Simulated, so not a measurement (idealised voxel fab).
Process module, titled voxel ribs on slabs
Cross-sectional view cut (width: 270 nm; square cell size: 5 nm).
Throughout this document, each cross-section is represented as a grid of square cells and is presented as a sequence of bands enumerated from the top downward, where a band comprises one or more rows of cells. This entry defines a band. It first specifies the height of the band's top and the height of its bottom in nm, and then specifies the band's materials from left to right, stating each material with its width in nm. The word "full width" identifies a single material that fills the band from edge to edge, while the word "empty" identifies empty space. Heights are reckoned from 0. Under this level, the received wafer is all of one material. The bottommost band is open-ended downward, for example "top 0, no bottom". With a width like "30..40", each row of cells in the band differs from the next by the same amount, the top row carrying the first number and the bottom row the second. "remains unaltered" (step): cross-section cells unchanged, all of them. "Cavities, closed": empty spaces of 8 cells or more with no open way to the top, each given as width x height at distance, distance from the left edge, all in nm. Where a step's line continues beyond its settings, the continuation is a remark by the simulator itself on that step. overlay nm: mask right of planned place by this much (step with mask). Neg. = left.
STEPS IN THE PROCESS PLAN
1,RECEIVE, material Si
2,DIRECTIONAL_DEP, material SiO2, thk nm 25
3,DIRECTIONAL_DEP, material SiN, thk nm 20
4,PATTERN, tone cover, mask id RIB, material resist, width nm 30, thk nm 15, overlay nm 0
5,DIRECTIONAL_ETCH, etch materials SiN, depth nm 15
6,STRIP, etch materials resist
7,MASKED_ETCH, tone cover, mask id SLAB, width nm 80, etch materials SiN, depth nm 5, overlay nm 0
8,FILL_DEP, material SiO2, thk nm 25
9,CMP, height nm 65
10,DIRECTIONAL_DEP, material TiN, thk nm 5
11,DIRECTIONAL_DEP, material aC, thk nm 15
12,PATTERN, tone cover, mask id HEATER, material resist, width nm 40, thk nm 35, overlay nm 0
13,DIRECTIONAL_ETCH, etch materials aC, depth nm 15
14,STRIP, etch materials resist
15,DIRECTIONAL_ETCH, etch materials TiN, depth nm 5
16,STRIP, etch materials aC
17,CONFORMAL_DEP, material SiO2, thk nm 10
SO THIS IS THE INCOMING WAFER IN CROSS-SECTION - IT'S ALREADY BEEN THROUGH STEP 1
	top 0, no bottom  Si full width
	Cavities, closed: none
WAFER AT MODULE END, IN SECTION. BEGAN AS ABOVE, PLANNED AS ABOVE, RUN WITH ONE MISTAKE
	top 80, bottom 75  empty 105, then SiO2 60, then empty 105
	top 75, bottom 70  SiO2 full width
	top 70, bottom 65  SiO2 115, then TiN 40, then SiO2 115
	top 65, bottom 45  SiO2 full width
	top 45, bottom 35  SiO2 120..95, then SiN 30..80, then SiO2 120..95
	top 35, bottom 25  SiN full width
	top 25, bottom 0  SiO2 full width
	top 0, no bottom  Si full width
	Cavities, closed: none
In executing the process, a mistake was made relative to the plan: step 5 did not happen as planned, as run it was DIRECTIONAL_ETCH, etch materials SiN, depth nm 5
